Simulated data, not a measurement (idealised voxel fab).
Module name: voxel gate over fins (process module)
We display cut, a cross-section 185 nm in width whose square cells are each 5 nm.
Square cells in a grid make up a cross-section in this document, and the grid is given as bands, listed from the top down, each one or more rows of cells. Top height, bottom height, nm. Materials left to right, width each, nm. Single material + "edge to edge" = fills band edge to edge. "blank" = empty. All heights in this document are referenced to 0, defined as the level beneath which the wafer, as received, consists entirely of one material. The lowest band is not bounded below; it extends indefinitely downward and is written in the form "0 and below". Top row gets the first number, bottom row gets the second, and each row in between changes by the same step: that is how a band width like "30 to 40" works. No cell of the cross-section changed in a step that is given as "no alteration". Empty spaces without an open route to the top, at least 8 cells in extent, make up the entry "Enclosed internal voids"; each is given as width x height at distance, where the distance is measured from the left edge, and all are in nm. after a step's settings: what the simulator itself notes on the step. When a step includes a mask, the "overlay nm" setting on its line states how far to the right of its planned place that mask lay, and negative values state how far to the left.

Process steps (planned)
- 1: op RECEIVE | material Si
- 2: op CONFORMAL_DEP | material SiN | thk nm 5
- 3: op DIRECTIONAL_DEP | material aC | thk nm 15
- 4: op PATTERN | tone cover | mask id FINS | material resist | width nm 15 | pitch nm 35 | thk nm 30 | overlay nm 0
- 5: op DIRECTIONAL_ETCH | etch materials aC | depth nm 15
- 6: op STRIP | etch materials resist
- 7: op DIRECTIONAL_ETCH | etch materials SiN | depth nm 5
- 8: op DIRECTIONAL_ETCH | etch materials Si | depth nm 30
- 9: op STRIP | etch materials aC
- 10: op OXIDIZE | depth nm 5
- 11: op FILL_DEP | material SiO2 | thk nm 15
- 12: op CMP | height nm 5
- 13: op SELECTIVE_ETCH | etch materials SiO2 | depth nm 15
- 14: op STRIP | etch materials SiN
- 15: op CONFORMAL_DEP | material HfO2 | thk nm 5
- 16: op CONFORMAL_DEP | material TiN | thk nm 5
- 17: op CONFORMAL_DEP | material TiAl | thk nm 5
- 18: op CONFORMAL_DEP | material TiN | thk nm 5
- 19: op FILL_DEP | material W | thk nm 10
- 20: op CMP | height nm 25
- 21: op CONFORMAL_DEP | material SiCN | thk nm 5

Below: the first of two wafers, run as planned

Cross-section of the wafer as it came to us, i.e., already through step 1
- 0 and below = Si edge to edge
- Enclosed internal voids: none

So this is the wafer cross-section right after step 2
- 5 down to 0 = SiN edge to edge
- Under 0: no change, same as before.

So this is the wafer cross-section right after step 3
- 20 down to 5 = aC edge to edge
- Under 5: no change, same as before.

So this is the wafer cross-section right after step 4
- 50 down to 20 = 30 nm blank / 15 nm resist / 20 nm blank / 15 nm resist / 20 nm blank / 15 nm resist / 20 nm blank / 15 nm resist / 35 nm blank
- Under 20: no change, same as before.

So this is the wafer cross-section right after step 5
- 35 down to 20 = 30 nm blank / 15 nm resist / 20 nm blank / 15 nm resist / 20 nm blank / 15 nm resist / 20 nm blank / 15 nm resist / 35 nm blank
- 20 down to 5 = 30 nm blank / 15 nm aC / 20 nm blank / 15 nm aC / 20 nm blank / 15 nm aC / 20 nm blank / 15 nm aC / 35 nm blank
- Under 5: no change, same as before.

So this is the wafer cross-section right after step 6
- 20 down to 5 = 30 nm blank / 15 nm aC / 20 nm blank / 15 nm aC / 20 nm blank / 15 nm aC / 20 nm blank / 15 nm aC / 35 nm blank
- Under 5: no change, same as before.

So this is the wafer cross-section right after step 7
- 20 down to 5 = 30 nm blank / 15 nm aC / 20 nm blank / 15 nm aC / 20 nm blank / 15 nm aC / 20 nm blank / 15 nm aC / 35 nm blank
- 5 down to 0 = 30 nm blank / 15 nm SiN / 20 nm blank / 15 nm SiN / 20 nm blank / 15 nm SiN / 20 nm blank / 15 nm SiN / 35 nm blank
- Under 0: no change, same as before.

So this is the wafer cross-section right after step 8
- 20 down to 5 = 30 nm blank / 15 nm aC / 20 nm blank / 15 nm aC / 20 nm blank / 15 nm aC / 20 nm blank / 15 nm aC / 35 nm blank
- 5 down to 0 = 30 nm blank / 15 nm SiN / 20 nm blank / 15 nm SiN / 20 nm blank / 15 nm SiN / 20 nm blank / 15 nm SiN / 35 nm blank
- 0 down to -30 = 30 nm blank / 15 nm Si / 20 nm blank / 15 nm Si / 20 nm blank / 15 nm Si / 20 nm blank / 15 nm Si / 35 nm blank
- Under -30: no change, same as before.

So this is the wafer cross-section right after step 9
- 5 down to 0 = 30 nm blank / 15 nm SiN / 20 nm blank / 15 nm SiN / 20 nm blank / 15 nm SiN / 20 nm blank / 15 nm SiN / 35 nm blank
- Under 0: no change, same as before.

So this is the wafer cross-section right after step 10
- 5 down to 0 = 30 nm blank / 15 nm SiN / 20 nm blank / 15 nm SiN / 20 nm blank / 15 nm SiN / 20 nm blank / 15 nm SiN / 35 nm blank
- 0 down to -30 = 30 nm blank / 5 nm SiO2 / 5 nm Si / 5 nm SiO2 / 20 nm blank / 5 nm SiO2 / 5 nm Si / 5 nm SiO2 / 20 nm blank / 5 nm SiO2 / 5 nm Si / 5 nm SiO2 / 20 nm blank / 5 nm SiO2 / 5 nm Si / 5 nm SiO2 / 35 nm blank
- -30 down to -35 = 35 nm SiO2 / 5 nm Si / 30 nm SiO2 / 5 nm Si / 30 nm SiO2 / 5 nm Si / 30 nm SiO2 / 5 nm Si / 40 nm SiO2
- Under -35: no change, same as before.

So this is the wafer cross-section right after step 11
- 20 down to 5 = SiO2 edge to edge
- 5 down to 0 = 30 nm SiO2 / 15 nm SiN / 20 nm SiO2 / 15 nm SiN / 20 nm SiO2 / 15 nm SiN / 20 nm SiO2 / 15 nm SiN / 35 nm SiO2
- 0 down to -35 = 35 nm SiO2 / 5 nm Si / 30 nm SiO2 / 5 nm Si / 30 nm SiO2 / 5 nm Si / 30 nm SiO2 / 5 nm Si / 40 nm SiO2
- Under -35: no change, same as before.

So this is the wafer cross-section right after step 12
- 5 down to 0 = 30 nm SiO2 / 15 nm SiN / 20 nm SiO2 / 15 nm SiN / 20 nm SiO2 / 15 nm SiN / 20 nm SiO2 / 15 nm SiN / 35 nm SiO2
- Under 0: no change, same as before.

So this is the wafer cross-section right after step 13
- 5 down to 0 = 30 nm blank / 15 nm SiN / 20 nm blank / 15 nm SiN / 20 nm blank / 15 nm SiN / 20 nm blank / 15 nm SiN / 35 nm blank
- 0 down to -10 = 35 nm blank / 5 nm Si / 30 nm blank / 5 nm Si / 30 nm blank / 5 nm Si / 30 nm blank / 5 nm Si / 40 nm blank
- Under -10: no change, same as before.

So this is the wafer cross-section right after step 14
- 0 down to -10 = 35 nm blank / 5 nm Si / 30 nm blank / 5 nm Si / 30 nm blank / 5 nm Si / 30 nm blank / 5 nm Si / 40 nm blank
- Under -10: no change, same as before.

So this is the wafer cross-section right after step 15
- 5 down to 0 = 30 nm blank / 15 nm HfO2 / 20 nm blank / 15 nm HfO2 / 20 nm blank / 15 nm HfO2 / 20 nm blank / 15 nm HfO2 / 35 nm blank
- 0 down to -5 = 30 nm blank / 5 nm HfO2 / 5 nm Si / 5 nm HfO2 / 20 nm blank / 5 nm HfO2 / 5 nm Si / 5 nm HfO2 / 20 nm blank / 5 nm HfO2 / 5 nm Si / 5 nm HfO2 / 20 nm blank / 5 nm HfO2 / 5 nm Si / 5 nm HfO2 / 35 nm blank
- -5 down to -10 = 35 nm HfO2 / 5 nm Si / 30 nm HfO2 / 5 nm Si / 30 nm HfO2 / 5 nm Si / 30 nm HfO2 / 5 nm Si / 40 nm HfO2
- Under -10: no change, same as before.

So this is the wafer cross-section right after step 16
- 10 down to 5 = 25 nm blank / 25 nm TiN / 10 nm blank / 25 nm TiN / 10 nm blank / 25 nm TiN / 10 nm blank / 25 nm TiN / 30 nm blank
- 5 down to 0 = 25 nm blank / 5 nm TiN / 15 nm HfO2 / 5 nm TiN / 10 nm blank / 5 nm TiN / 15 nm HfO2 / 5 nm TiN / 10 nm blank / 5 nm TiN / 15 nm HfO2 / 5 nm TiN / 10 nm blank / 5 nm TiN / 15 nm HfO2 / 5 nm TiN / 30 nm blank
- 0 down to -5 = 30 nm TiN / 5 nm HfO2 / 5 nm Si / 5 nm HfO2 / 20 nm TiN / 5 nm HfO2 / 5 nm Si / 5 nm HfO2 / 20 nm TiN / 5 nm HfO2 / 5 nm Si / 5 nm HfO2 / 20 nm TiN / 5 nm HfO2 / 5 nm Si / 5 nm HfO2 / 35 nm TiN
- Under -5: no change, same as before.

So this is the wafer cross-section right after step 17
- 15 down to 10 = 20 nm blank / 140 nm TiAl / 25 nm blank
- 10 down to 5 = 20 nm blank / 5 nm TiAl / 25 nm TiN / 10 nm TiAl / 25 nm TiN / 10 nm TiAl / 25 nm TiN / 10 nm TiAl / 25 nm TiN / 5 nm TiAl / 25 nm blank
- 5 down to 0 = 25 nm TiAl / 5 nm TiN / 15 nm HfO2 / 5 nm TiN / 10 nm TiAl / 5 nm TiN / 15 nm HfO2 / 5 nm TiN / 10 nm TiAl / 5 nm TiN / 15 nm HfO2 / 5 nm TiN / 10 nm TiAl / 5 nm TiN / 15 nm HfO2 / 5 nm TiN / 30 nm TiAl
- Under 0: no change, same as before.

So this is the wafer cross-section right after step 18
- 20 down to 15 = 15 nm blank / 150 nm TiN / 20 nm blank
- 15 down to 10 = 15 nm blank / 5 nm TiN / 140 nm TiAl / 5 nm TiN / 20 nm blank
- 10 down to 5 = 20 nm TiN / 5 nm TiAl / 25 nm TiN / 10 nm TiAl / 25 nm TiN / 10 nm TiAl / 25 nm TiN / 10 nm TiAl / 25 nm TiN / 5 nm TiAl / 25 nm TiN
- Under 5: no change, same as before.

So this is the wafer cross-section right after step 19
- 30 down to 20 = W edge to edge
- 20 down to 15 = 15 nm W / 150 nm TiN / 20 nm W
- 15 down to 10 = 15 nm W / 5 nm TiN / 140 nm TiAl / 5 nm TiN / 20 nm W
- Under 10: no change, same as before.

So this is the wafer cross-section right after step 20
- 25 down to 20 = W edge to edge
- Under 20: no change, same as before.

So this is the wafer cross-section right after step 21
- 30 down to 25 = SiCN edge to edge
- Under 25: no change, same as before.

The second wafer: identical to the first at the outset and in its planned sequence, differing only in that one mistake was made during processing; up to and including step 14, its path is the first wafer's path

Second wafer, sectioned view, at step 15's planned end time
- 5 down to 0 = 30 nm blank / 15 nm TiN / 20 nm blank / 15 nm TiN / 20 nm blank / 15 nm TiN / 20 nm blank / 15 nm TiN / 35 nm blank
- 0 down to -5 = 30 nm blank / 5 nm TiN / 5 nm Si / 5 nm TiN / 20 nm blank / 5 nm TiN / 5 nm Si / 5 nm TiN / 20 nm blank / 5 nm TiN / 5 nm Si / 5 nm TiN / 20 nm blank / 5 nm TiN / 5 nm Si / 5 nm TiN / 35 nm blank
- -5 down to -10 = 35 nm TiN / 5 nm Si / 30 nm TiN / 5 nm Si / 30 nm TiN / 5 nm Si / 30 nm TiN / 5 nm Si / 40 nm TiN
- Under -10: no change, same as before.

Second wafer, sectioned view, at step 16's planned end time
- 10 down to 0 = 25 nm blank / 25 nm TiN / 10 nm blank / 25 nm TiN / 10 nm blank / 25 nm TiN / 10 nm blank / 25 nm TiN / 30 nm blank
- 0 down to -10 = 35 nm TiN / 5 nm Si / 30 nm TiN / 5 nm Si / 30 nm TiN / 5 nm Si / 30 nm TiN / 5 nm Si / 40 nm TiN
- Under -10: no change, same as before.

Second wafer, sectioned view, at step 17's planned end time
- 15 down to 10 = 20 nm blank / 140 nm TiAl / 25 nm blank
- 10 down to 5 = 20 nm blank / 5 nm TiAl / 25 nm TiN / 10 nm TiAl / 25 nm TiN / 10 nm TiAl / 25 nm TiN / 10 nm TiAl / 25 nm TiN / 5 nm TiAl / 25 nm blank
- 5 down to 0 = 25 nm TiAl / 25 nm TiN / 10 nm TiAl / 25 nm TiN / 10 nm TiAl / 25 nm TiN / 10 nm TiAl / 25 nm TiN / 30 nm TiAl
- Under 0: no change, same as before.

Second wafer, sectioned view, at step 18's planned end time
- 20 down to 15 = 15 nm blank / 150 nm TiN / 20 nm blank
- 15 down to 10 = 15 nm blank / 5 nm TiN / 140 nm TiAl / 5 nm TiN / 20 nm blank
- 10 down to 5 = 20 nm TiN / 5 nm TiAl / 25 nm TiN / 10 nm TiAl / 25 nm TiN / 10 nm TiAl / 25 nm TiN / 10 nm TiAl / 25 nm TiN / 5 nm TiAl / 25 nm TiN
- Under 5: no change, same as before.

Second wafer, sectioned view, at step 19's planned end time
- 30 down to 20 = W edge to edge
- 20 down to 15 = 15 nm W / 150 nm TiN / 20 nm W
- 15 down to 10 = 15 nm W / 5 nm TiN / 140 nm TiAl / 5 nm TiN / 20 nm W
- Under 10: no change, same as before.

Second wafer, sectioned view, at step 20's planned end time
- 25 down to 20 = W edge to edge
- Under 20: no change, same as before.

Second wafer, sectioned view, at step 21's planned end time
- 30 down to 25 = SiCN edge to edge
- Under 25: no change, same as before.
What was the processing mistake? step 15 changed vs plan, executed as op CONFORMAL_DEP | material TiN | thk nm 5
Count the cells at the end and the second wafer has more or fewer of some materials than the first: -53 HfO2; +53 TiN
